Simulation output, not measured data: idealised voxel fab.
The name of this process module is voxel air gaps.
cross-section cut | 165 nm wide | cells 5 nm
Square cells in a grid make up a cross-section in this document, and the grid is given as bands, listed from the top down, each one or more rows of cells.
It is stipulated that each band's entry specify, in nanometres, the height of the top of the band and then that of its bottom, followed by the materials of the band in left-to-right sequence, each together with its width in nanometres. A single material marked by the word "all across" is understood to fill the band from edge to edge; the word "blank" is understood to denote empty space.
For the purposes of this specification, 0 denotes the height below which the wafer in its as-received condition is composed wholly of one material, and the lowermost band, lacking a lower limit, extends downward without end, as expressed in "z 0 and below".
A two-number width, for instance "30..40", indicates that the width is equal to the first number in the top row of the band and to the second number in the bottom row, and that it changes by a constant amount per row of cells.
Take "left unchanged" at face value: in the step it is given for, the cross-section changed in none of its cells.
Listed in "Closed empty spaces": every empty space of 8 or more cells without an open way to the top. Form: width x height at distance, the distance being from the left edge, all in nm.
If you see something after the settings on a step's line, that's the simulator's own remark about that step.
What "overlay nm" on a step's line means: if the step has a mask, that mask lay this far to the right of its planned place, or, when the value is negative, to the left.

-- Process steps - plan
1: RECEIVE [material Si]
2: CONFORMAL_DEP [material SiO2] [thk nm 10]
3: CONFORMAL_DEP [material SiN] [thk nm 5]
4: DIRECTIONAL_DEP [material lowk] [thk nm 35]
5: PATTERN [tone open] [mask id LINES] [material resist] [width nm 15] [pitch nm 45] [thk nm 20] [overlay nm 0]
6: DIRECTIONAL_ETCH [etch materials lowk] [depth nm 35]
7: STRIP [etch materials resist]
8: CONFORMAL_DEP [material TiN] [thk nm 5]
9: FILL_DEP [material Ru] [thk nm 5]
10: CMP [height nm 50]
11: EPI [material Ru] [thk nm 10]
12: SELECTIVE_ETCH [etch materials lowk] [depth nm 45]
13: CONFORMAL_DEP [material SiCN] [thk nm 5]

-- Cross-section of the wafer at receipt, which is the condition after step 1
z 0 and below: Si all across
Closed empty spaces: none

-- Cross-sectional view of the first of the two wafers upon completion of the module, processed in accordance with the plan
z 65 to 60: 15 nm blank | 135 nm SiCN | 15 nm blank
z 60 to 50: 15 nm blank | 5 nm SiCN | 35 nm Ru | 10 nm SiCN | 35 nm Ru | 10 nm SiCN | 35 nm Ru | 5 nm SiCN | 15 nm blank
z 50 to 45: 15 nm blank | 15 nm SiCN | 5 nm TiN | 5 nm Ru | 5 nm TiN | 30 nm SiCN | 5 nm TiN | 5 nm Ru | 5 nm TiN | 30 nm SiCN | 5 nm TiN | 5 nm Ru | 5 nm TiN | 15 nm SiCN | 15 nm blank
z 45 to 20: 25 nm blank | 5 nm SiCN | 5 nm TiN | 5 nm Ru | 5 nm TiN | 5 nm SiCN | 20 nm blank | 5 nm SiCN | 5 nm TiN | 5 nm Ru | 5 nm TiN | 5 nm SiCN | 20 nm blank | 5 nm SiCN | 5 nm TiN | 5 nm Ru | 5 nm TiN | 5 nm SiCN | 25 nm blank
z 20 to 15: 30 nm SiCN | 15 nm TiN | 30 nm SiCN | 15 nm TiN | 30 nm SiCN | 15 nm TiN | 30 nm SiCN
z 15 to 10: SiN all across
z 10 to 0: SiO2 all across
z 0 and below: Si all across
Closed empty spaces: 20 x 25 at 50; 20 x 25 at 95

-- Cross-section, second wafer: same start as the first, same plan as the first, one mistake in running it; taken at the end of the module
z 65 to 60: 25 nm blank | 135 nm SiCN | 5 nm blank
z 60 to 50: 25 nm blank | 5 nm SiCN | 35 nm Ru | 10 nm SiCN | 35 nm Ru | 10 nm SiCN | 35 nm Ru | 5 nm SiCN | 5 nm blank
z 50 to 45: 25 nm blank | 15 nm SiCN | 5 nm TiN | 5 nm Ru | 5 nm TiN | 30 nm SiCN | 5 nm TiN | 5 nm Ru | 5 nm TiN | 30 nm SiCN | 5 nm TiN | 5 nm Ru | 5 nm TiN | 15 nm SiCN | 5 nm blank
z 45 to 20: 35 nm blank | 5 nm SiCN | 5 nm TiN | 5 nm Ru | 5 nm TiN | 5 nm SiCN | 20 nm blank | 5 nm SiCN | 5 nm TiN | 5 nm Ru | 5 nm TiN | 5 nm SiCN | 20 nm blank | 5 nm SiCN | 5 nm TiN | 5 nm Ru | 5 nm TiN | 5 nm SiCN | 15 nm blank
z 20 to 15: 40 nm SiCN | 15 nm TiN | 30 nm SiCN | 15 nm TiN | 30 nm SiCN | 15 nm TiN | 20 nm SiCN
z 15 to 10: SiN all across
z 10 to 0: SiO2 all across
z 0 and below: Si all across
Closed empty spaces: 20 x 25 at 60; 20 x 25 at 105
The mistake made against the process plan was this: step 5 changed vs plan, executed as PATTERN [tone open] [mask id LINES] [material resist] [width nm 15] [pitch nm 45] [thk nm 20] [overlay nm 10]
At the end, the second wafer has the same number of cells of each material as the first, but those cells sit in other places.
